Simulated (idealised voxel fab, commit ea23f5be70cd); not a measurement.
process module | voxel wiring stack
cross-section cut | 210 nm wide | cells 5 nm
A cross-section is a grid of square cells, given in bands from the top down. A band is one or more rows of cells.
Each band's line starts with the height of the band's top and of its bottom, in nm. Then come its materials from left to right, each with its width in nm. One material with "throughout" fills the band from edge to edge. "air" is empty space.
Height 0 is the level under which the wafer as received is all one material. The lowest band goes on downwards, as in "0 down".
A width such as "30 to 40" changes by the same amount from each row of cells to the next, from the band's top row to its bottom row.
"no change" after a step means that no cell of the cross-section changed.
closed voids: empty space of 8 cells or more with no open way to the top, each as width x height at its distance from the left edge, in nm
after a step's settings: what the simulator itself notes on the step
overlay nm, on a step with a mask: how far to the right of its planned place the mask lay; to the left if negative
plan
1 op RECEIVE | material Si
2 op CONFORMAL_DEP | material SiO2 | thk nm 10
3 op CONFORMAL_DEP | material SiCN | thk nm 5
4 op DIRECTIONAL_DEP | material SiO2 | thk nm 25
5 op PATTERN | tone open | mask id METAL_1 | material resist | width nm 30 | pitch nm 60 | thk nm 20 | overlay nm 0
6 op DIRECTIONAL_ETCH | etch materials SiO2 | depth nm 25
7 op DIRECTIONAL_ETCH | etch materials SiCN | depth nm 5
8 op STRIP | etch materials resist
9 op CONFORMAL_DEP | material TiN | thk nm 5
10 op FILL_DEP | material Cu | thk nm 5
11 op CMP | height nm 40
12 op CONFORMAL_DEP | material SiCN | thk nm 5
13 op DIRECTIONAL_DEP | material lowk | thk nm 25
14 op PATTERN | tone open | mask id METAL_2_HOLES | material resist | width nm 15 | pitch nm 60 | thk nm 20 | overlay nm 0
15 op DIRECTIONAL_ETCH | etch materials lowk | depth nm 25
16 op STRIP | etch materials resist
17 op PATTERN | tone open | mask id METAL_2 | material resist | width nm 30 | pitch nm 60 | thk nm 20 | overlay nm 0
18 op DIRECTIONAL_ETCH | etch materials lowk | depth nm 15
19 op DIRECTIONAL_ETCH | etch materials SiCN | depth nm 5
20 op STRIP | etch materials resist
21 op CONFORMAL_DEP | material TiN | thk nm 5
22 op FILL_DEP | material Ru | thk nm 10
23 op CMP | height nm 70
24 op CONFORMAL_DEP | material SiCN | thk nm 5
25 op DIRECTIONAL_DEP | material SiO2 | thk nm 15
26 op PATTERN | tone open | mask id PLUG_2 | material resist | width nm 15 | thk nm 15 | overlay nm 0
27 op DIRECTIONAL_ETCH | etch materials SiO2 | depth nm 15
28 op DIRECTIONAL_ETCH | etch materials SiCN | depth nm 5
29 op STRIP | etch materials resist
30 op EPI | material Ru | thk nm 10
31 op EPI | material Ru | thk nm 10
32 op DIRECTIONAL_DEP | material TiN | thk nm 5
33 op DIRECTIONAL_DEP | material Ru | thk nm 20
34 op PATTERN | tone cover | mask id METAL_3 | material resist | width nm 30 | pitch nm 60 | thk nm 20 | overlay nm 0
35 op DIRECTIONAL_ETCH | etch materials Ru | depth nm 20
36 op DIRECTIONAL_ETCH | etch materials TiN | depth nm 5
37 op STRIP | etch materials resist
38 op CONFORMAL_DEP | material SiCN | thk nm 5
39 op FILL_DEP | material SiO2 | thk nm 10
40 op CMP | height nm 115
41 op CONFORMAL_DEP | material SiCN | thk nm 5
42 op DIRECTIONAL_DEP | material SiO2 | thk nm 30
43 op PATTERN | tone open | mask id METAL_4_HOLES | material resist | width nm 15 | pitch nm 60 | thk nm 15 | overlay nm 0
44 op DIRECTIONAL_ETCH | etch materials SiO2 | depth nm 30
45 op STRIP | etch materials resist
46 op MASKED_ETCH | tone open | mask id METAL_4 | width nm 30 | pitch nm 60 | etch materials SiO2 | depth nm 15 | overlay nm 0
47 op MASKED_ETCH | tone open | mask id METAL_4 | width nm 30 | pitch nm 60 | etch materials SiCN | depth nm 5 | overlay nm 0
48 op CONFORMAL_DEP | material TiN | thk nm 5
49 op FILL_DEP | material Cu | thk nm 10
50 op CMP | height nm 150
51 op CONFORMAL_DEP | material SiCN | thk nm 5
first wafer, as planned
as received, after step 1
  0 down: Si throughout
  closed voids: none
after step 2
  10 to 0: SiO2 throughout
  below 0: unchanged
after step 3
  15 to 10: SiCN throughout
  below 10: unchanged
after step 4
  40 to 15: SiO2 throughout
  below 15: unchanged
after step 5
  60 to 40: resist 60 | air 30 | resist 30 | air 30 | resist 60
  below 40: unchanged
after step 6
  60 to 40: resist 60 | air 30 | resist 30 | air 30 | resist 60
  40 to 15: SiO2 60 | air 30 | SiO2 30 | air 30 | SiO2 60
  below 15: unchanged
after step 7
  60 to 40: resist 60 | air 30 | resist 30 | air 30 | resist 60
  40 to 15: SiO2 60 | air 30 | SiO2 30 | air 30 | SiO2 60
  15 to 10: SiCN 60 | air 30 | SiCN 30 | air 30 | SiCN 60
  below 10: unchanged
after step 8
  40 to 15: SiO2 60 | air 30 | SiO2 30 | air 30 | SiO2 60
  below 15: unchanged
after step 9
  45 to 40: TiN 65 | air 20 | TiN 40 | air 20 | TiN 65
  40 to 15: SiO2 60 | TiN 5 | air 20 | TiN 5 | SiO2 30 | TiN 5 | air 20 | TiN 5 | SiO2 60
  15 to 10: SiCN 60 | TiN 30 | SiCN 30 | TiN 30 | SiCN 60
  below 10: unchanged
after step 10
  50 to 45: Cu throughout
  45 to 40: TiN 65 | Cu 20 | TiN 40 | Cu 20 | TiN 65
  40 to 15: SiO2 60 | TiN 5 | Cu 20 | TiN 5 | SiO2 30 | TiN 5 | Cu 20 | TiN 5 | SiO2 60
  below 15: unchanged
after step 11
  40 to 15: SiO2 60 | TiN 5 | Cu 20 | TiN 5 | SiO2 30 | TiN 5 | Cu 20 | TiN 5 | SiO2 60
  below 15: unchanged
after step 12
  45 to 40: SiCN throughout
  below 40: unchanged
after step 13
  70 to 45: lowk throughout
  below 45: unchanged
after step 14
  90 to 70: resist 60 | air 15 | resist 45 | air 15 | resist 75
  below 70: unchanged
after step 15
  90 to 70: resist 60 | air 15 | resist 45 | air 15 | resist 75
  70 to 45: lowk 60 | air 15 | lowk 45 | air 15 | lowk 75
  below 45: unchanged
after step 16
  70 to 45: lowk 60 | air 15 | lowk 45 | air 15 | lowk 75
  below 45: unchanged
after step 17
  90 to 70: resist 60 | air 30 | resist 30 | air 30 | resist 60
  below 70: unchanged
after step 18
  90 to 70: resist 60 | air 30 | resist 30 | air 30 | resist 60
  70 to 55: lowk 60 | air 30 | lowk 30 | air 30 | lowk 60
  below 55: unchanged
after step 19
  90 to 70: resist 60 | air 30 | resist 30 | air 30 | resist 60
  70 to 55: lowk 60 | air 30 | lowk 30 | air 30 | lowk 60
  55 to 45: lowk 60 | air 15 | lowk 45 | air 15 | lowk 75
  45 to 40: SiCN 60 | air 15 | SiCN 45 | air 15 | SiCN 75
  below 40: unchanged
after step 20
  70 to 55: lowk 60 | air 30 | lowk 30 | air 30 | lowk 60
  below 55: unchanged
after step 21
  75 to 70: TiN 65 | air 20 | TiN 40 | air 20 | TiN 65
  70 to 60: lowk 60 | TiN 5 | air 20 | TiN 5 | lowk 30 | TiN 5 | air 20 | TiN 5 | lowk 60
  60 to 55: lowk 60 | TiN 5 | air 5 | TiN 20 | lowk 30 | TiN 5 | air 5 | TiN 20 | lowk 60
  55 to 45: lowk 60 | TiN 5 | air 5 | TiN 5 | lowk 45 | TiN 5 | air 5 | TiN 5 | lowk 75
  45 to 40: SiCN 60 | TiN 15 | SiCN 45 | TiN 15 | SiCN 75
  below 40: unchanged
after step 22
  85 to 75: Ru throughout
  75 to 70: TiN 65 | Ru 20 | TiN 40 | Ru 20 | TiN 65
  70 to 60: lowk 60 | TiN 5 | Ru 20 | TiN 5 | lowk 30 | TiN 5 | Ru 20 | TiN 5 | lowk 60
  60 to 55: lowk 60 | TiN 5 | Ru 5 | TiN 20 | lowk 30 | TiN 5 | Ru 5 | TiN 20 | lowk 60
  55 to 45: lowk 60 | TiN 5 | Ru 5 | TiN 5 | lowk 45 | TiN 5 | Ru 5 | TiN 5 | lowk 75
  below 45: unchanged
after step 23
  70 to 60: lowk 60 | TiN 5 | Ru 20 | TiN 5 | lowk 30 | TiN 5 | Ru 20 | TiN 5 | lowk 60
  below 60: unchanged
after step 24
  75 to 70: SiCN throughout
  below 70: unchanged
after step 25
  90 to 75: SiO2 throughout
  below 75: unchanged
after step 26
  105 to 90: resist 60 | air 15 | resist 135
  below 90: unchanged
after step 27
  105 to 90: resist 60 | air 15 | resist 135
  90 to 75: SiO2 60 | air 15 | SiO2 135
  below 75: unchanged
after step 28
  105 to 90: resist 60 | air 15 | resist 135
  90 to 75: SiO2 60 | air 15 | SiO2 135
  75 to 70: SiCN 60 | air 15 | SiCN 135
  below 70: unchanged
after step 29
  90 to 75: SiO2 60 | air 15 | SiO2 135
  below 75: unchanged
after step 30
  90 to 80: SiO2 60 | air 15 | SiO2 135
  80 to 75: SiO2 60 | Ru 15 | SiO2 135
  75 to 70: SiCN 60 | Ru 15 | SiCN 135
  below 70: unchanged
after step 31
  90 to 75: SiO2 60 | Ru 15 | SiO2 135
  below 75: unchanged
after step 32
  95 to 90: TiN throughout
  below 90: unchanged
after step 33
  115 to 95: Ru throughout
  below 95: unchanged
after step 34
  135 to 115: air 60 | resist 30 | air 30 | resist 30 | air 60
  below 115: unchanged
after step 35
  135 to 115: air 60 | resist 30 | air 30 | resist 30 | air 60
  115 to 95: air 60 | Ru 30 | air 30 | Ru 30 | air 60
  below 95: unchanged
after step 36
  135 to 115: air 60 | resist 30 | air 30 | resist 30 | air 60
  115 to 95: air 60 | Ru 30 | air 30 | Ru 30 | air 60
  95 to 90: air 60 | TiN 30 | air 30 | TiN 30 | air 60
  below 90: unchanged
after step 37
  115 to 95: air 60 | Ru 30 | air 30 | Ru 30 | air 60
  below 95: unchanged
after step 38
  120 to 115: air 55 | SiCN 40 | air 20 | SiCN 40 | air 55
  115 to 95: air 55 | SiCN 5 | Ru 30 | SiCN 5 | air 20 | SiCN 5 | Ru 30 | SiCN 5 | air 55
  95 to 90: SiCN 60 | TiN 30 | SiCN 30 | TiN 30 | SiCN 60
  below 90: unchanged
after step 39
  130 to 120: SiO2 throughout
  120 to 115: SiO2 55 | SiCN 40 | SiO2 20 | SiCN 40 | SiO2 55
  115 to 95: SiO2 55 | SiCN 5 | Ru 30 | SiCN 5 | SiO2 20 | SiCN 5 | Ru 30 | SiCN 5 | SiO2 55
  below 95: unchanged
after step 40
  115 to 95: SiO2 55 | SiCN 5 | Ru 30 | SiCN 5 | SiO2 20 | SiCN 5 | Ru 30 | SiCN 5 | SiO2 55
  below 95: unchanged
after step 41
  120 to 115: SiCN throughout
  below 115: unchanged
after step 42
  150 to 120: SiO2 throughout
  below 120: unchanged
after step 43
  165 to 150: resist 60 | air 15 | resist 45 | air 15 | resist 75
  below 150: unchanged
after step 44
  165 to 150: resist 60 | air 15 | resist 45 | air 15 | resist 75
  150 to 120: SiO2 60 | air 15 | SiO2 45 | air 15 | SiO2 75
  below 120: unchanged
after step 45
  150 to 120: SiO2 60 | air 15 | SiO2 45 | air 15 | SiO2 75
  below 120: unchanged
after step 46
  150 to 135: SiO2 60 | air 30 | SiO2 30 | air 30 | SiO2 60
  below 135: unchanged
after step 47
  150 to 135: SiO2 60 | air 30 | SiO2 30 | air 30 | SiO2 60
  135 to 120: SiO2 60 | air 15 | SiO2 45 | air 15 | SiO2 75
  120 to 115: SiCN 60 | air 15 | SiCN 45 | air 15 | SiCN 75
  below 115: unchanged
after step 48
  155 to 150: TiN 65 | air 20 | TiN 40 | air 20 | TiN 65
  150 to 140: SiO2 60 | TiN 5 | air 20 | TiN 5 | SiO2 30 | TiN 5 | air 20 | TiN 5 | SiO2 60
  140 to 135: SiO2 60 | TiN 5 | air 5 | TiN 20 | SiO2 30 | TiN 5 | air 5 | TiN 20 | SiO2 60
  135 to 120: SiO2 60 | TiN 5 | air 5 | TiN 5 | SiO2 45 | TiN 5 | air 5 | TiN 5 | SiO2 75
  120 to 115: SiCN 60 | TiN 15 | SiCN 45 | TiN 15 | SiCN 75
  below 115: unchanged
after step 49
  165 to 155: Cu throughout
  155 to 150: TiN 65 | Cu 20 | TiN 40 | Cu 20 | TiN 65
  150 to 140: SiO2 60 | TiN 5 | Cu 20 | TiN 5 | SiO2 30 | TiN 5 | Cu 20 | TiN 5 | SiO2 60
  140 to 135: SiO2 60 | TiN 5 | Cu 5 | TiN 20 | SiO2 30 | TiN 5 | Cu 5 | TiN 20 | SiO2 60
  135 to 120: SiO2 60 | TiN 5 | Cu 5 | TiN 5 | SiO2 45 | TiN 5 | Cu 5 | TiN 5 | SiO2 75
  below 120: unchanged
after step 50
  150 to 140: SiO2 60 | TiN 5 | Cu 20 | TiN 5 | SiO2 30 | TiN 5 | Cu 20 | TiN 5 | SiO2 60
  below 140: unchanged
after step 51
  155 to 150: SiCN throughout
  below 150: unchanged
second wafer: like start, like plan, one mistake. Through step 24 it matches the first wafer
when step 25 should have ended
  105 to 75: SiO2 throughout
  below 75: unchanged
when step 26 should have ended
  120 to 105: resist 60 | air 15 | resist 135
  below 105: unchanged
when step 27 should have ended
  120 to 105: resist 60 | air 15 | resist 135
  105 to 90: SiO2 60 | air 15 | SiO2 135
  below 90: unchanged
when step 28 should have ended: no change
when step 29 should have ended
  105 to 90: SiO2 60 | air 15 | SiO2 135
  below 90: unchanged
when step 30 should have ended: no change
when step 31 should have ended: no change
when step 32 should have ended
  110 to 105: TiN 60 | air 15 | TiN 135
  105 to 95: SiO2 60 | air 15 | SiO2 135
  95 to 90: SiO2 60 | TiN 15 | SiO2 135
  below 90: unchanged
when step 33 should have ended
  130 to 115: Ru 60 | air 15 | Ru 135
  115 to 110: Ru throughout
  110 to 105: TiN 60 | Ru 15 | TiN 135
  105 to 95: SiO2 60 | Ru 15 | SiO2 135
  below 95: unchanged
when step 34 should have ended
  150 to 130: air 60 | resist 30 | air 30 | resist 30 | air 60
  130 to 115: Ru 60 | resist 15 | Ru 135
  below 115: unchanged
when step 35 should have ended
  150 to 130: air 60 | resist 30 | air 30 | resist 30 | air 60
  130 to 115: air 60 | resist 15 | Ru 15 | air 30 | Ru 30 | air 60
  115 to 110: air 60 | Ru 30 | air 30 | Ru 30 | air 60
  below 110: unchanged
when step 36 should have ended
  150 to 130: air 60 | resist 30 | air 30 | resist 30 | air 60
  130 to 115: air 60 | resist 15 | Ru 15 | air 30 | Ru 30 | air 60
  115 to 110: air 60 | Ru 30 | air 30 | Ru 30 | air 60
  110 to 105: air 60 | Ru 15 | TiN 15 | air 30 | TiN 30 | air 60
  below 105: unchanged
when step 37 should have ended
  130 to 115: air 75 | Ru 15 | air 30 | Ru 30 | air 60
  below 115: unchanged
when step 38 should have ended
  135 to 130: air 70 | SiCN 25 | air 20 | SiCN 40 | air 55
  130 to 120: air 70 | SiCN 5 | Ru 15 | SiCN 5 | air 20 | SiCN 5 | Ru 30 | SiCN 5 | air 55
  120 to 110: air 55 | SiCN 20 to 5 | Ru 15 to 30 | SiCN 5 | air 20 | SiCN 5 | Ru 30 | SiCN 5 | air 55
  110 to 105: SiCN 60 | Ru 15 | TiN 15 | SiCN 30 | TiN 30 | SiCN 60
  below 105: unchanged
when step 39 should have ended
  145 to 135: SiO2 throughout
  135 to 130: SiO2 70 | SiCN 25 | SiO2 20 | SiCN 40 | SiO2 55
  130 to 120: SiO2 70 | SiCN 5 | Ru 15 | SiCN 5 | SiO2 20 | SiCN 5 | Ru 30 | SiCN 5 | SiO2 55
  120 to 110: SiO2 55 | SiCN 20 to 5 | Ru 15 to 30 | SiCN 5 | SiO2 20 | SiCN 5 | Ru 30 | SiCN 5 | SiO2 55
  below 110: unchanged
when step 40 should have ended
  115 to 110: SiO2 55 | SiCN 5 | Ru 30 | SiCN 5 | SiO2 20 | SiCN 5 | Ru 30 | SiCN 5 | SiO2 55
  below 110: unchanged
when step 41 should have ended
  120 to 115: SiCN throughout
  below 115: unchanged
when step 42 should have ended
  150 to 120: SiO2 throughout
  below 120: unchanged
when step 43 should have ended
  165 to 150: resist 60 | air 15 | resist 45 | air 15 | resist 75
  below 150: unchanged
when step 44 should have ended
  165 to 150: resist 60 | air 15 | resist 45 | air 15 | resist 75
  150 to 120: SiO2 60 | air 15 | SiO2 45 | air 15 | SiO2 75
  below 120: unchanged
when step 45 should have ended
  150 to 120: SiO2 60 | air 15 | SiO2 45 | air 15 | SiO2 75
  below 120: unchanged
when step 46 should have ended
  150 to 135: SiO2 60 | air 30 | SiO2 30 | air 30 | SiO2 60
  below 135: unchanged
when step 47 should have ended
  150 to 135: SiO2 60 | air 30 | SiO2 30 | air 30 | SiO2 60
  135 to 120: SiO2 60 | air 15 | SiO2 45 | air 15 | SiO2 75
  120 to 115: SiCN 60 | air 15 | SiCN 45 | air 15 | SiCN 75
  below 115: unchanged
when step 48 should have ended
  155 to 150: TiN 65 | air 20 | TiN 40 | air 20 | TiN 65
  150 to 140: SiO2 60 | TiN 5 | air 20 | TiN 5 | SiO2 30 | TiN 5 | air 20 | TiN 5 | SiO2 60
  140 to 135: SiO2 60 | TiN 5 | air 5 | TiN 20 | SiO2 30 | TiN 5 | air 5 | TiN 20 | SiO2 60
  135 to 120: SiO2 60 | TiN 5 | air 5 | TiN 5 | SiO2 45 | TiN 5 | air 5 | TiN 5 | SiO2 75
  120 to 115: SiCN 60 | TiN 15 | SiCN 45 | TiN 15 | SiCN 75
  below 115: unchanged
when step 49 should have ended
  165 to 155: Cu throughout
  155 to 150: TiN 65 | Cu 20 | TiN 40 | Cu 20 | TiN 65
  150 to 140: SiO2 60 | TiN 5 | Cu 20 | TiN 5 | SiO2 30 | TiN 5 | Cu 20 | TiN 5 | SiO2 60
  140 to 135: SiO2 60 | TiN 5 | Cu 5 | TiN 20 | SiO2 30 | TiN 5 | Cu 5 | TiN 20 | SiO2 60
  135 to 120: SiO2 60 | TiN 5 | Cu 5 | TiN 5 | SiO2 45 | TiN 5 | Cu 5 | TiN 5 | SiO2 75
  below 120: unchanged
when step 50 should have ended
  150 to 140: SiO2 60 | TiN 5 | Cu 20 | TiN 5 | SiO2 30 | TiN 5 | Cu 20 | TiN 5 | SiO2 60
  below 140: unchanged
when step 51 should have ended
  155 to 150: SiCN throughout
  below 150: unchanged
what went wrong: step 25 was run twice
at the end the second wafer has, in cells: 39 fewer of Ru | 9 fewer of SiCN | 48 more of SiO2
